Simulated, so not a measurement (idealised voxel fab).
A process module follows: voxel wiring stack.
Cross-section cut: width 300 nm, square cells of 5 nm.
This document writes a cross-section as a grid whose cells are square, and gives it as bands, listed from the top down; one or more rows of cells form a band.
Band: top and bottom heights (nm) first, top before bottom; then materials from left to right, widths in nm. "full width" marks a sole material filling the band edge to edge. "blank" denotes empty space.
Where do heights start? At 0: under that level the wafer as delivered is made of one material only. And the lowest band has no floor; it just carries on downward, as in "z 0 and below".
Read "30..40" as a graded width: first number on top, second number at the bottom, same change between each pair of neighbouring rows.
Given "no alteration" for a step, no cell of the cross-section differs between before and after that step.
So "Enclosed void catalog" is basically the list of trapped voids: any empty space of 8 cells or more that can't reach the top through an opening. They're written width x height at distance, the distance being from the left edge, and it's all nm.
Post-settings text on a step line: simulator's own remark regarding the step.
The setting "overlay nm" may be written on the line of a step. When the step uses a mask, the value reports how far to the right of the planned place the mask lay, and a negative value reports that it lay to the left.
**Planned process steps**
1,RECEIVE with material Si
2,CONFORMAL_DEP with material SiO2, thk nm 15
3,CONFORMAL_DEP with material SiCN, thk nm 5
4,DIRECTIONAL_DEP with material lowk, thk nm 15
5,DIRECTIONAL_DEP with material aC, thk nm 10
6,PATTERN with tone open, mask id METAL_1, material resist, width nm 25, pitch nm 40, thk nm 30, overlay nm 0
7,DIRECTIONAL_ETCH with etch materials aC, depth nm 10
8,STRIP with etch materials resist
9,DIRECTIONAL_ETCH with etch materials lowk, depth nm 15
10,DIRECTIONAL_ETCH with etch materials SiCN, depth nm 5
11,STRIP with etch materials aC
12,CONFORMAL_DEP with material TiN, thk nm 5
13,FILL_DEP with material Ru, thk nm 10
14,CMP with height nm 35
15,EPI with material Ru, thk nm 5
16,FILL_DEP with material SiCN, thk nm 5
17,DIRECTIONAL_DEP with material lowk, thk nm 15
18,DIRECTIONAL_DEP with material aC, thk nm 10
19,PATTERN with tone open, mask id PLUG_1, material resist, width nm 15, pitch nm 40, thk nm 25, overlay nm 0
20,DIRECTIONAL_ETCH with etch materials aC, depth nm 10
21,STRIP with etch materials resist
22,DIRECTIONAL_ETCH with etch materials lowk, depth nm 15
23,DIRECTIONAL_ETCH with etch materials SiCN, depth nm 5
24,STRIP with etch materials aC
25,EPI with material Ru, thk nm 10
26,EPI with material Ru, thk nm 10
27,DIRECTIONAL_DEP with material TiN, thk nm 5
28,DIRECTIONAL_DEP with material W, thk nm 20
29,PATTERN with tone cover, mask id METAL_2, material resist, width nm 25, pitch nm 40, thk nm 15, overlay nm 0
30,DIRECTIONAL_ETCH with etch materials W, depth nm 20
31,DIRECTIONAL_ETCH with etch materials TiN, depth nm 5
32,STRIP with etch materials resist
33,FILL_DEP with material SiO2, thk nm 5
34,CMP with height nm 85
35,CONFORMAL_DEP with material SiCN, thk nm 5
36,DIRECTIONAL_DEP with material SiO2, thk nm 35
37,DIRECTIONAL_DEP with material aC, thk nm 15
38,PATTERN with tone open, mask id METAL_3, material resist, width nm 25, pitch nm 40, thk nm 35, overlay nm 0
39,DIRECTIONAL_ETCH with etch materials aC, depth nm 15
40,STRIP with etch materials resist
41,DIRECTIONAL_ETCH with etch materials SiO2, depth nm 20
42,STRIP with etch materials aC
43,PATTERN with tone open, mask id METAL_3_HOLES, material resist, width nm 15, thk nm 15, overlay nm 0
44,DIRECTIONAL_ETCH with etch materials SiO2, depth nm 15
45,DIRECTIONAL_ETCH with etch materials SiCN, depth nm 5
46,STRIP with etch materials resist
47,CONFORMAL_DEP with material TiN, thk nm 5
48,FILL_DEP with material Ru, thk nm 10
49,CMP with height nm 125
50,CONFORMAL_DEP with material SiCN, thk nm 5
51,DIRECTIONAL_DEP with material lowk, thk nm 25
52,PATTERN with tone open, mask id METAL_4_HOLES, material resist, width nm 15, pitch nm 40, thk nm 20, overlay nm 0
53,DIRECTIONAL_ETCH with etch materials lowk, depth nm 25
54,STRIP with etch materials resist
55,PATTERN with tone open, mask id METAL_4, material resist, width nm 25, pitch nm 40, thk nm 20, overlay nm 0
56,DIRECTIONAL_ETCH with etch materials lowk, depth nm 15
57,DIRECTIONAL_ETCH with etch materials SiCN, depth nm 5
58,STRIP with etch materials resist
59,CONFORMAL_DEP with material TiN, thk nm 5
60,FILL_DEP with material Cu, thk nm 5
61,CMP with height nm 155
62,CONFORMAL_DEP with material SiCN, thk nm 5
**Received-state cross-section, reflecting completion of step 1**
	z 0 and below: Si full width
	Enclosed void catalog: none
**The first of two wafers, cross-sectioned at the end of the module, with the run proceeding as planned**
	z 160 to 155: SiCN full width
	z 155 to 145: 115 of lowk | 5 of TiN | 15 of Cu | 5 of TiN | 15 of lowk | 5 of TiN | 15 of Cu | 5 of TiN | 120 of lowk
	z 145 to 140: 115 of lowk | 5 of TiN | 5 of Cu | 15 of TiN | 15 of lowk | 5 of TiN | 5 of Cu | 15 of TiN | 120 of lowk
	z 140 to 130: 115 of lowk | 5 of TiN | 5 of Cu | 5 of TiN | 25 of lowk | 5 of TiN | 5 of Cu | 5 of TiN | 130 of lowk
	z 130 to 125: 115 of SiCN | 15 of TiN | 25 of SiCN | 15 of TiN | 130 of SiCN
	z 125 to 110: 115 of SiO2 | 5 of TiN | 15 of Ru | 5 of TiN | 15 of SiO2 | 5 of TiN | 15 of Ru | 5 of TiN | 120 of SiO2
	z 110 to 105: 115 of SiO2 | 5 of TiN | 5 of Ru | 15 of TiN | 15 of SiO2 | 25 of TiN | 120 of SiO2
	z 105 to 90: 115 of SiO2 | 5 of TiN | 5 of Ru | 5 of TiN | 170 of SiO2
	z 90 to 85: 115 of SiCN | 15 of TiN | 170 of SiCN
	z 85 to 65: 115 of SiO2 | 25 of W | 15 of SiO2 | 25 of W | 120 of SiO2
	z 65 to 60: 115 of SiO2 | 25 of TiN | 15 of SiO2 | 25 of TiN | 120 of SiO2
	z 60 to 45: 115 of lowk | 15 of Ru | 25 of lowk | 15 of Ru | 130 of lowk
	z 45 to 35: 115..110 of SiCN | 15..35 of Ru | 25..5 of SiCN | 15..35 of Ru | 130..115 of SiCN
	z 35 to 20: 115 of lowk | 5 of TiN | 15 of Ru | 5 of TiN | 15 of lowk | 5 of TiN | 15 of Ru | 5 of TiN | 120 of lowk
	z 20 to 15: 115 of SiCN | 25 of TiN | 15 of SiCN | 25 of TiN | 120 of SiCN
	z 15 to 0: SiO2 full width
	z 0 and below: Si full width
	Enclosed void catalog: none
**What the second wafer looks like in cross-section once the module is done. Its start and its plan matched the first wafer's exactly; what differed was one mistake in how it was run**
	z 160 to 155: SiCN full width
	z 155 to 145: 115 of lowk | 5 of TiN | 15 of Cu | 5 of TiN | 15 of lowk | 5 of TiN | 15 of Cu | 5 of TiN | 120 of lowk
	z 145 to 140: 115 of lowk | 5 of TiN | 5 of Cu | 15 of TiN | 15 of lowk | 5 of TiN | 5 of Cu | 15 of TiN | 120 of lowk
	z 140 to 130: 115 of lowk | 5 of TiN | 5 of Cu | 5 of TiN | 25 of lowk | 5 of TiN | 5 of Cu | 5 of TiN | 130 of lowk
	z 130 to 125: 115 of SiCN | 15 of TiN | 25 of SiCN | 15 of TiN | 130 of SiCN
	z 125 to 110: 115 of SiO2 | 5 of TiN | 15 of Ru | 5 of TiN | 15 of SiO2 | 5 of TiN | 15 of Ru | 5 of TiN | 120 of SiO2
	z 110 to 105: 115 of SiO2 | 5 of TiN | 5 of Ru | 15 of TiN | 15 of SiO2 | 25 of TiN | 120 of SiO2
	z 105 to 90: 115 of SiO2 | 5 of TiN | 5 of Ru | 5 of TiN | 170 of SiO2
	z 90 to 85: 115 of SiCN | 15 of TiN | 170 of SiCN
	z 85 to 75: 130 of SiO2 | 10 of W | 30 of SiO2 | 10 of W | 120 of SiO2
	z 75 to 65: 115 of SiO2 | 25 of W | 15 of SiO2 | 25 of W | 120 of SiO2
	z 65 to 60: 115 of SiO2 | 15 of W | 10 of TiN | 15 of SiO2 | 15 of W | 10 of TiN | 120 of SiO2
	z 60 to 55: 115 of lowk | 15 of W | 25 of lowk | 15 of W | 130 of lowk
	z 55 to 50: 115 of lowk | 15 of TiN | 25 of lowk | 15 of TiN | 130 of lowk
	z 50 to 45: 115 of lowk | 15 of Ru | 25 of lowk | 15 of Ru | 130 of lowk
	z 45 to 35: 115..110 of SiCN | 15..35 of Ru | 25..5 of SiCN | 15..35 of Ru | 130..115 of SiCN
	z 35 to 20: 115 of lowk | 5 of TiN | 15 of Ru | 5 of TiN | 15 of lowk | 5 of TiN | 15 of Ru | 5 of TiN | 120 of lowk
	z 20 to 15: 115 of SiCN | 25 of TiN | 15 of SiCN | 25 of TiN | 120 of SiCN
	z 15 to 0: SiO2 full width
	z 0 and below: Si full width
	Enclosed void catalog: none
In executing the process, a mistake was made relative to the plan: one of the identical steps 25 and 26 was skipped, and it is impossible to tell which
Final difference in cells, second wafer against first, listed per material as more or fewer: Ru: 12 fewer; SiO2: 12 more
